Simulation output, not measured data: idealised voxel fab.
You're looking at the process module voxel transistor to metal.
Xsec cut, 180 nm wide, square cell size 5 nm.
When this document writes out a cross-section, it uses a grid of square cells and lists it as bands, beginning at the top and moving down, with a band standing for one or more rows of cells. Within each band entry, the heights of the top and of the bottom of the band appear first, in that order and in nm; the materials of the band then follow from left to right, each with its corresponding width in nm. The designation "full width" on a single material indicates that it fills the band from edge to edge; the designation "air" indicates empty space. Note: height 0 marks the level under which the wafer is uniformly one material as received. Lowest band unbounded below, written "0 nm and below". A two-number width, for instance "30->40", indicates that the width is equal to the first number in the top row of the band and to the second number in the bottom row, and that it changes by a constant amount per row of cells. Given "changes: none" for a step, no cell of the cross-section differs between before and after that step. Heads up: "Closed internal cavities" only lists the empty pockets with no open path to the top that are 8 cells or more, and it writes them as width x height at distance, distance from the left edge, in nm. That trailing text on a step's line, after the settings, is the simulator's own remark on the step. Each step line may optionally specify "overlay nm", which for a step with a mask gives the rightward distance between the mask's planned place and where it lay, a negative value indicating the leftward direction.
# Planned step list for the process
1: op RECEIVE | material Si
2: op CONFORMAL_DEP | material SiO2 | thk nm 5
3: op CONFORMAL_DEP | material SiN | thk nm 10
4: op DIRECTIONAL_DEP | material aC | thk nm 10
5: op PATTERN | tone cover | mask id ACTIVE | material resist | width nm 110 | thk nm 30 | overlay nm 0
6: op DIRECTIONAL_ETCH | etch materials aC | depth nm 10
7: op STRIP | etch materials resist
8: op DIRECTIONAL_ETCH | etch materials SiN | depth nm 10
9: op DIRECTIONAL_ETCH | etch materials SiO2 | depth nm 5
10: op DIRECTIONAL_ETCH | etch materials Si | depth nm 30
11: op STRIP | etch materials aC
12: op FILL_DEP | material SiO2 | thk nm 10
13: op CMP | height nm 15
14: op SELECTIVE_ETCH | etch materials SiO2 | depth nm 5
15: op STRIP | etch materials SiN
16: op SELECTIVE_ETCH | etch materials SiO2 | depth nm 5
17: op OXIDIZE | depth nm 5
18: op DIRECTIONAL_DEP | material polySi | thk nm 25
19: op DIRECTIONAL_DEP | material SiCN | thk nm 15
20: op PATTERN | tone cover | mask id GATE | material resist | width nm 30 | thk nm 20 | overlay nm 0
21: op DIRECTIONAL_ETCH | etch materials SiCN | depth nm 25
22: op DIRECTIONAL_ETCH | etch materials polySi | depth nm 35
23: op STRIP | etch materials resist
24: op CONFORMAL_DEP | material SiN | thk nm 5
25: op DIRECTIONAL_ETCH | etch materials SiN | depth nm 5
26: op DIRECTIONAL_ETCH | etch materials SiO2 | depth nm 5
27: op DIRECTIONAL_ETCH | etch materials Si | depth nm 10
28: op EPI | material SiGe | thk nm 10
29: op FILL_DEP | material SiO2 | thk nm 10
30: op CMP | height nm 25
31: op STRIP | etch materials polySi
32: op SELECTIVE_ETCH | etch materials SiO2 | depth nm 5
33: op CONFORMAL_DEP | material HfO2 | thk nm 5
34: op CONFORMAL_DEP | material TiN | thk nm 5
35: op FILL_DEP | material W | thk nm 10
36: op CMP | height nm 20
37: op DIRECTIONAL_DEP | material SiO2 | thk nm 10
38: op DIRECTIONAL_DEP | material aC | thk nm 10
39: op PATTERN | tone open | mask id CONTACT | material resist | width nm 15 | pitch nm 75 | thk nm 25 | overlay nm 0
40: op DIRECTIONAL_ETCH | etch materials aC | depth nm 10
41: op STRIP | etch materials resist
42: op DIRECTIONAL_ETCH | etch materials SiO2 | depth nm 35
43: op STRIP | etch materials aC
44: op CONFORMAL_DEP | material TiN | thk nm 5
45: op FILL_DEP | material W | thk nm 5
46: op CMP | height nm 30
47: op DIRECTIONAL_DEP | material TiN | thk nm 5
48: op DIRECTIONAL_DEP | material Ru | thk nm 20
49: op DIRECTIONAL_DEP | material aC | thk nm 15
50: op PATTERN | tone cover | mask id METAL_1 | material resist | width nm 15 | pitch nm 75 | thk nm 35 | overlay nm 0
51: op DIRECTIONAL_ETCH | etch materials aC | depth nm 15
52: op STRIP | etch materials resist
53: op DIRECTIONAL_ETCH | etch materials Ru | depth nm 20
54: op DIRECTIONAL_ETCH | etch materials TiN | depth nm 5
55: op STRIP | etch materials aC
56: op CONFORMAL_DEP | material SiN | thk nm 5
57: op FILL_DEP | material lowk | thk nm 10
58: op CMP | height nm 55
59: op CONFORMAL_DEP | material SiCN | thk nm 5
# As-received state of the wafer in cross-section, equivalent to post-step 1
- 0 nm and below: Si full width
- Closed internal cavities: none
# Run as planned - first of the two wafers cross-sectioned at the end of the module
- 60 nm to 55 nm: SiCN full width
- 55 nm to 35 nm: lowk=40, then SiN=5, then Ru=15, then SiN=5, then lowk=50, then SiN=5, then Ru=15, then SiN=5, then lowk=40
- 35 nm to 30 nm: SiN=45, then TiN=15, then SiN=60, then TiN=15, then SiN=45
- 30 nm to 20 nm: SiO2=45, then TiN=5, then W=5, then TiN=5, then SiO2=60, then TiN=5, then W=5, then TiN=5, then SiO2=45
- 20 nm to 5 nm: SiO2=45, then TiN=5, then W=5, then TiN=5, then SiO2=10, then SiN=5, then HfO2=5, then TiN=5, then W=10, then TiN=5, then HfO2=5, then SiN=5, then SiO2=10, then TiN=5, then W=5, then TiN=5, then SiO2=45
- 5 nm to 0 nm: SiO2=30, then SiN=5, then SiO2=10, then TiN=5, then W=5, then TiN=5, then SiGe=10, then SiN=5, then HfO2=5, then TiN=20, then HfO2=5, then SiN=5, then SiGe=10, then TiN=5, then W=5, then TiN=5, then SiO2=10, then SiN=5, then SiO2=30
- 0 nm to -5 nm: SiO2=45, then TiN=15, then SiGe=10, then HfO2=40, then SiGe=10, then TiN=15, then SiO2=45
- -5 nm to -15 nm: SiO2=35, then SiGe=35, then Si=40, then SiGe=35, then SiO2=35
- -15 nm to -30 nm: SiO2=35, then Si=110, then SiO2=35
- -30 nm and below: Si full width
- Closed internal cavities: none
# Cross-sectional image of the second wafer of the two following completion of the module. Starting state and process plan were the same as for the first wafer; one execution error occurred
- 60 nm to 55 nm: SiCN full width
- 55 nm to 35 nm: lowk=40, then SiN=5, then Ru=15, then SiN=5, then lowk=50, then SiN=5, then Ru=15, then SiN=5, then lowk=40
- 35 nm to 30 nm: SiN=45, then TiN=15, then SiN=60, then TiN=15, then SiN=45
- 30 nm to 20 nm: SiO2=45, then TiN=5, then W=5, then TiN=5, then SiO2=60, then TiN=5, then W=5, then TiN=5, then SiO2=45
- 20 nm to 10 nm: SiO2=45, then TiN=5, then W=5, then TiN=5, then SiO2=10, then SiN=5, then HfO2=5, then TiN=5, then W=10, then TiN=5, then HfO2=5, then SiN=5, then SiO2=10, then TiN=5, then W=5, then TiN=5, then SiO2=45
- 10 nm to 5 nm: SiO2=45, then TiN=5, then W=5, then TiN=5, then SiO2=10, then SiN=5, then HfO2=5, then TiN=20, then HfO2=5, then SiN=5, then SiO2=10, then TiN=5, then W=5, then TiN=5, then SiO2=45
- 5 nm to 0 nm: SiO2=35, then SiN=5, then SiO2=5, then TiN=5, then W=5, then TiN=5, then SiO2=10, then HfO2=40, then SiO2=10, then TiN=5, then W=5, then TiN=5, then SiO2=5, then SiN=5, then SiO2=35
- 0 nm to -5 nm: SiO2=45, then TiN=15, then SiO2=60, then TiN=15, then SiO2=45
- -5 nm to -15 nm: SiGe=35, then SiO2=110, then SiGe=35
- -15 nm to -30 nm: Si=35, then SiO2=110, then Si=35
- -30 nm and below: Si full width
- Closed internal cavities: none
Error vs. plan: step 5 was processed under conditions differing from the plan, specifically as op PATTERN | tone open | mask id ACTIVE | material resist | width nm 110 | thk nm 30 | overlay nm 0
Once processing is complete, comparing cell counts shows that the second wafer has more or fewer of certain materials than the first: 2 fewer of HfO2; 40 fewer of Si; 8 fewer of SiGe; 2 fewer of SiN; 56 more of SiO2; 2 fewer of TiN; 2 fewer of W
